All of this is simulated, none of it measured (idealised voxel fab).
process module | voxel transistor to metal
cross-section cut | 175 nm wide | cells 5 nm
A cross-section is a grid of square cells, given in bands from the top down. A band is one or more rows of cells.
Each band's line starts with the height of the band's top and of its bottom, in nm. Then come its materials from left to right, each with its width in nm. One material with "throughout" fills the band from edge to edge. "air" is empty space.
Height 0 is the level under which the wafer as received is all one material. The lowest band goes on downwards, as in "0 down".
A width such as "30 to 40" changes by the same amount from each row of cells to the next, from the band's top row to its bottom row.
"no change" after a step means that no cell of the cross-section changed.
closed voids: empty space of 8 cells or more with no open way to the top, each as width x height at its distance from the left edge, in nm
after a step's settings: what the simulator itself notes on the step
overlay nm, on a step with a mask: how far to the right of its planned place the mask lay; to the left if negative
plan
1 op RECEIVE | material Si
2 op OXIDIZE | depth nm 5
3 op CONFORMAL_DEP | material SiN | thk nm 10
4 op MASKED_ETCH | tone cover | mask id ACTIVE | width nm 110 | etch materials SiN | depth nm 10 | overlay nm 0
5 op MASKED_ETCH | tone cover | mask id ACTIVE | width nm 110 | etch materials SiO2 | depth nm 5 | overlay nm 0
6 op MASKED_ETCH | tone cover | mask id ACTIVE | width nm 110 | etch materials Si | depth nm 25 | overlay nm 0
7 op OXIDIZE | depth nm 5
8 op FILL_DEP | material SiO2 | thk nm 5
9 op CMP | height nm 10
10 op SELECTIVE_ETCH | etch materials SiO2 | depth nm 5
11 op STRIP | etch materials SiN
12 op SELECTIVE_ETCH | etch materials SiO2 | depth nm 5
13 op OXIDIZE | depth nm 5
14 op DIRECTIONAL_DEP | material polySi | thk nm 25
15 op DIRECTIONAL_DEP | material SiCN | thk nm 15
16 op MASKED_ETCH | tone cover | mask id GATE | width nm 30 | etch materials SiCN | depth nm 25 | overlay nm 0
17 op MASKED_ETCH | tone cover | mask id GATE | width nm 30 | etch materials polySi | depth nm 35 | overlay nm 0
18 op CONFORMAL_DEP | material SiO2 | thk nm 5
19 op DIRECTIONAL_ETCH | etch materials SiO2 | depth nm 5
20 op CONFORMAL_DEP | material SiN | thk nm 5
21 op DIRECTIONAL_ETCH | etch materials SiN | depth nm 5
22 op DIRECTIONAL_ETCH | etch materials SiO2 | depth nm 5
23 op DIRECTIONAL_ETCH | etch materials Si | depth nm 10
24 op EPI | material nSi | thk nm 10
25 op FILL_DEP | material SiO2 | thk nm 10
26 op CMP | height nm 20
27 op STRIP | etch materials polySi
28 op SELECTIVE_ETCH | etch materials SiO2 | depth nm 5
29 op CONFORMAL_DEP | material HfO2 | thk nm 5
30 op CONFORMAL_DEP | material TiN | thk nm 5
31 op FILL_DEP | material W | thk nm 10
32 op CMP | height nm 15
33 op DIRECTIONAL_DEP | material SiO2 | thk nm 10
34 op DIRECTIONAL_DEP | material aC | thk nm 15
35 op PATTERN | tone open | mask id CONTACT | material resist | width nm 15 | pitch nm 75 | thk nm 35 | overlay nm 0
36 op DIRECTIONAL_ETCH | etch materials aC | depth nm 15
37 op STRIP | etch materials resist
38 op DIRECTIONAL_ETCH | etch materials SiO2 | depth nm 35
39 op STRIP | etch materials aC
40 op CONFORMAL_DEP | material TiN | thk nm 5
41 op FILL_DEP | material Ru | thk nm 5
42 op CMP | height nm 25
43 op DIRECTIONAL_DEP | material TiN | thk nm 5
44 op DIRECTIONAL_DEP | material W | thk nm 25
45 op DIRECTIONAL_DEP | material aC | thk nm 10
46 op PATTERN | tone cover | mask id METAL_1 | material resist | width nm 15 | pitch nm 75 | thk nm 25 | overlay nm 0
47 op DIRECTIONAL_ETCH | etch materials aC | depth nm 10
48 op STRIP | etch materials resist
49 op DIRECTIONAL_ETCH | etch materials W | depth nm 25
50 op DIRECTIONAL_ETCH | etch materials TiN | depth nm 5
51 op STRIP | etch materials aC
52 op CONFORMAL_DEP | material SiCN | thk nm 5
53 op FILL_DEP | material lowk | thk nm 5
54 op CMP | height nm 55
55 op CONFORMAL_DEP | material SiCN | thk nm 5
as received, after step 1
  0 down: Si throughout
  closed voids: none
a wafer at the end: this start, this plan, one mistake
  60 to 55: SiCN throughout
  55 to 30: lowk 35 | SiCN 5 | W 15 | SiCN 5 | lowk 50 | SiCN 5 | W 15 | SiCN 5 | lowk 40
  30 to 25: SiCN 40 | TiN 15 | SiCN 60 | TiN 15 | SiCN 45
  25 to 15: SiO2 40 | TiN 5 | Ru 5 | TiN 5 | SiO2 60 | TiN 5 | Ru 5 | TiN 5 | SiO2 45
  15 to 5: SiO2 40 | TiN 5 | Ru 5 | TiN 5 | SiO2 5 | SiN 5 | TiN 5 | W 30 | TiN 5 | SiN 5 | SiO2 5 | TiN 5 | Ru 5 | TiN 5 | SiO2 45
  5 to 0: SiO2 40 | TiN 15 | SiO2 5 | SiN 5 | TiN 5 | W 30 | TiN 5 | SiN 5 | SiO2 5 | TiN 15 | SiO2 45
  0 to -5: SiO2 30 | SiN 5 | SiO2 5 | TiN 10 | nSi 10 | SiN 5 | TiN 5 | W 30 | TiN 5 | SiN 5 | nSi 10 | TiN 10 | SiO2 5 | SiN 5 | SiO2 35
  -5 to -10: SiO2 40 | TiN 10 | nSi 10 | SiO2 5 | TiN 40 | SiO2 5 | nSi 10 | TiN 10 | SiO2 45
  -10 to -20: SiO2 35 | nSi 25 | Si 50 | nSi 25 | SiO2 40
  -20 to -35: SiO2 35 | Si 100 | SiO2 40
  -35 down: Si throughout
  closed voids: none
what went wrong: step 29 was left out
